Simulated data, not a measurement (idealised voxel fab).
Presented below is a process module, voxel spacer lines.
The cross-section on display is named cut; it measures 195 nm wide, and its cells are 5 nm squares.
Cross-section = grid of square cells, listed top down in bands; band = one or more rows. This entry defines a band. It first specifies the height of the band's top and the height of its bottom in nm, and then specifies the band's materials from left to right, stating each material with its width in nm. The word "throughout" identifies a single material that fills the band from edge to edge, while the word "blank" identifies empty space. Measure heights from 0. That's the level where, below it, the as-received wafer is all one material. The lowest band is bottomless and extends downward; write it as in "z 0 and below". Graded width ("30->40"): value in top row of band = first number; value in bottom row = second number; row-to-row change constant. Where a step carries "identical to before", the cross-section came out of it unchanged, cell for cell. "Enclosed void inventory" lists enclosed empty spaces (at least 8 cells, no open path upward to the top), each as width x height at distance from the left edge, in nm. What comes after the settings on a step's line is commentary from the simulator itself on that step. "overlay nm" denotes, for a step that has a mask, the displacement of the mask to the right of its planned place, with negative values corresponding to the left.

-- Intended process steps
1: RECEIVE [material Si]
2: CONFORMAL_DEP [material SiO2] [thk nm 10]
3: DIRECTIONAL_DEP [material TiN] [thk nm 15]
4: DIRECTIONAL_DEP [material aC] [thk nm 30]
5: PATTERN [tone cover] [mask id MANDREL] [material resist] [width nm 20] [pitch nm 70] [thk nm 35] [overlay nm 0]
6: DIRECTIONAL_ETCH [etch materials aC] [depth nm 30]
7: STRIP [etch materials resist]
8: CONFORMAL_DEP [material SiN] [thk nm 15]
9: DIRECTIONAL_ETCH [etch materials SiN] [depth nm 15]
10: STRIP [etch materials aC]
11: DIRECTIONAL_ETCH [etch materials TiN] [depth nm 15]
12: STRIP [etch materials SiN]

-- The following pertains to the first of two wafers, which was processed as planned

-- Here's what the wafer looked like in cross-section when it arrived - that's after step 1
> z 0 and below | Si throughout
> Enclosed void inventory: none

-- Once step 2 is through, the wafer looks like this in cross-section
> z 10 to 0 | SiO2 throughout
> Below 0, no change.

-- Once step 3 is through, the wafer looks like this in cross-section
> z 25 to 10 | TiN throughout
> Below 10, no change.

-- Once step 4 is through, the wafer looks like this in cross-section
> z 55 to 25 | aC throughout
> Below 25, no change.

-- Once step 5 is through, the wafer looks like this in cross-section
> z 90 to 55 | 15 nm blank / 20 nm resist / 50 nm blank / 20 nm resist / 50 nm blank / 20 nm resist / 20 nm blank
> Below 55, no change.

-- Once step 6 is through, the wafer looks like this in cross-section
> z 60 to 55 | 15 nm blank / 20 nm resist / 50 nm blank / 20 nm resist / 50 nm blank / 20 nm resist / 20 nm blank
> z 55 to 25 | 15 nm blank / 20 nm aC / 50 nm blank / 20 nm aC / 50 nm blank / 20 nm aC / 20 nm blank
> Below 25, no change.

-- Once step 7 is through, the wafer looks like this in cross-section
> z 55 to 25 | 15 nm blank / 20 nm aC / 50 nm blank / 20 nm aC / 50 nm blank / 20 nm aC / 20 nm blank
> Below 25, no change.

-- Once step 8 is through, the wafer looks like this in cross-section
> z 70 to 55 | 50 nm SiN / 20 nm blank / 50 nm SiN / 20 nm blank / 50 nm SiN / 5 nm blank
> z 55 to 40 | 15 nm SiN / 20 nm aC / 15 nm SiN / 20 nm blank / 15 nm SiN / 20 nm aC / 15 nm SiN / 20 nm blank / 15 nm SiN / 20 nm aC / 15 nm SiN / 5 nm blank
> z 40 to 25 | 15 nm SiN / 20 nm aC / 50 nm SiN / 20 nm aC / 50 nm SiN / 20 nm aC / 20 nm SiN
> Below 25, no change.

-- Once step 9 is through, the wafer looks like this in cross-section
> z 55 to 25 | 15 nm SiN / 20 nm aC / 15 nm SiN / 20 nm blank / 15 nm SiN / 20 nm aC / 15 nm SiN / 20 nm blank / 15 nm SiN / 20 nm aC / 15 nm SiN / 5 nm blank
> Below 25, no change.

-- Once step 10 is through, the wafer looks like this in cross-section
> z 55 to 25 | 15 nm SiN / 20 nm blank / 15 nm SiN / 20 nm blank / 15 nm SiN / 20 nm blank / 15 nm SiN / 20 nm blank / 15 nm SiN / 20 nm blank / 15 nm SiN / 5 nm blank
> Below 25, no change.

-- Once step 11 is through, the wafer looks like this in cross-section
> z 55 to 25 | 15 nm SiN / 20 nm blank / 15 nm SiN / 20 nm blank / 15 nm SiN / 20 nm blank / 15 nm SiN / 20 nm blank / 15 nm SiN / 20 nm blank / 15 nm SiN / 5 nm blank
> z 25 to 10 | 15 nm TiN / 20 nm blank / 15 nm TiN / 20 nm blank / 15 nm TiN / 20 nm blank / 15 nm TiN / 20 nm blank / 15 nm TiN / 20 nm blank / 15 nm TiN / 5 nm blank
> Below 10, no change.

-- Once step 12 is through, the wafer looks like this in cross-section
> z 25 to 10 | 15 nm TiN / 20 nm blank / 15 nm TiN / 20 nm blank / 15 nm TiN / 20 nm blank / 15 nm TiN / 20 nm blank / 15 nm TiN / 20 nm blank / 15 nm TiN / 5 nm blank
> Below 10, no change.

-- Companion wafer, the second of two: same beginning, same intended sequence, one mistake in carrying it out; through step 1 inclusive it tracks the first exactly

The second wafer cut through, at the time step 2 was supposed to be finished: identical to before

-- The second wafer cut through, at the time step 3 was supposed to be finished
> z 15 to 0 | TiN throughout
> Below 0, no change.

-- The second wafer cut through, at the time step 4 was supposed to be finished
> z 45 to 15 | aC throughout
> Below 15, no change.

-- The second wafer cut through, at the time step 5 was supposed to be finished
> z 80 to 45 | 15 nm blank / 20 nm resist / 50 nm blank / 20 nm resist / 50 nm blank / 20 nm resist / 20 nm blank
> Below 45, no change.

-- The second wafer cut through, at the time step 6 was supposed to be finished
> z 50 to 45 | 15 nm blank / 20 nm resist / 50 nm blank / 20 nm resist / 50 nm blank / 20 nm resist / 20 nm blank
> z 45 to 15 | 15 nm blank / 20 nm aC / 50 nm blank / 20 nm aC / 50 nm blank / 20 nm aC / 20 nm blank
> Below 15, no change.

-- The second wafer cut through, at the time step 7 was supposed to be finished
> z 45 to 15 | 15 nm blank / 20 nm aC / 50 nm blank / 20 nm aC / 50 nm blank / 20 nm aC / 20 nm blank
> Below 15, no change.

-- The second wafer cut through, at the time step 8 was supposed to be finished
> z 60 to 45 | 50 nm SiN / 20 nm blank / 50 nm SiN / 20 nm blank / 50 nm SiN / 5 nm blank
> z 45 to 30 | 15 nm SiN / 20 nm aC / 15 nm SiN / 20 nm blank / 15 nm SiN / 20 nm aC / 15 nm SiN / 20 nm blank / 15 nm SiN / 20 nm aC / 15 nm SiN / 5 nm blank
> z 30 to 15 | 15 nm SiN / 20 nm aC / 50 nm SiN / 20 nm aC / 50 nm SiN / 20 nm aC / 20 nm SiN
> Below 15, no change.

-- The second wafer cut through, at the time step 9 was supposed to be finished
> z 45 to 15 | 15 nm SiN / 20 nm aC / 15 nm SiN / 20 nm blank / 15 nm SiN / 20 nm aC / 15 nm SiN / 20 nm blank / 15 nm SiN / 20 nm aC / 15 nm SiN / 5 nm blank
> Below 15, no change.

-- The second wafer cut through, at the time step 10 was supposed to be finished
> z 45 to 15 | 15 nm SiN / 20 nm blank / 15 nm SiN / 20 nm blank / 15 nm SiN / 20 nm blank / 15 nm SiN / 20 nm blank / 15 nm SiN / 20 nm blank / 15 nm SiN / 5 nm blank
> Below 15, no change.

-- The second wafer cut through, at the time step 11 was supposed to be finished
> z 45 to 15 | 15 nm SiN / 20 nm blank / 15 nm SiN / 20 nm blank / 15 nm SiN / 20 nm blank / 15 nm SiN / 20 nm blank / 15 nm SiN / 20 nm blank / 15 nm SiN / 5 nm blank
> z 15 to 0 | 15 nm TiN / 20 nm blank / 15 nm TiN / 20 nm blank / 15 nm TiN / 20 nm blank / 15 nm TiN / 20 nm blank / 15 nm TiN / 20 nm blank / 15 nm TiN / 5 nm blank
> Below 0, no change.

-- The second wafer cut through, at the time step 12 was supposed to be finished
> z 15 to 0 | 15 nm TiN / 20 nm blank / 15 nm TiN / 20 nm blank / 15 nm TiN / 20 nm blank / 15 nm TiN / 20 nm blank / 15 nm TiN / 20 nm blank / 15 nm TiN / 5 nm blank
> Below 0, no change.
Heads up, the wafer didn't run the way we planned it: skipped: plan step 2 (never run)
Cell-count delta at end, second wafer over first, by material: 78 fewer of SiO2
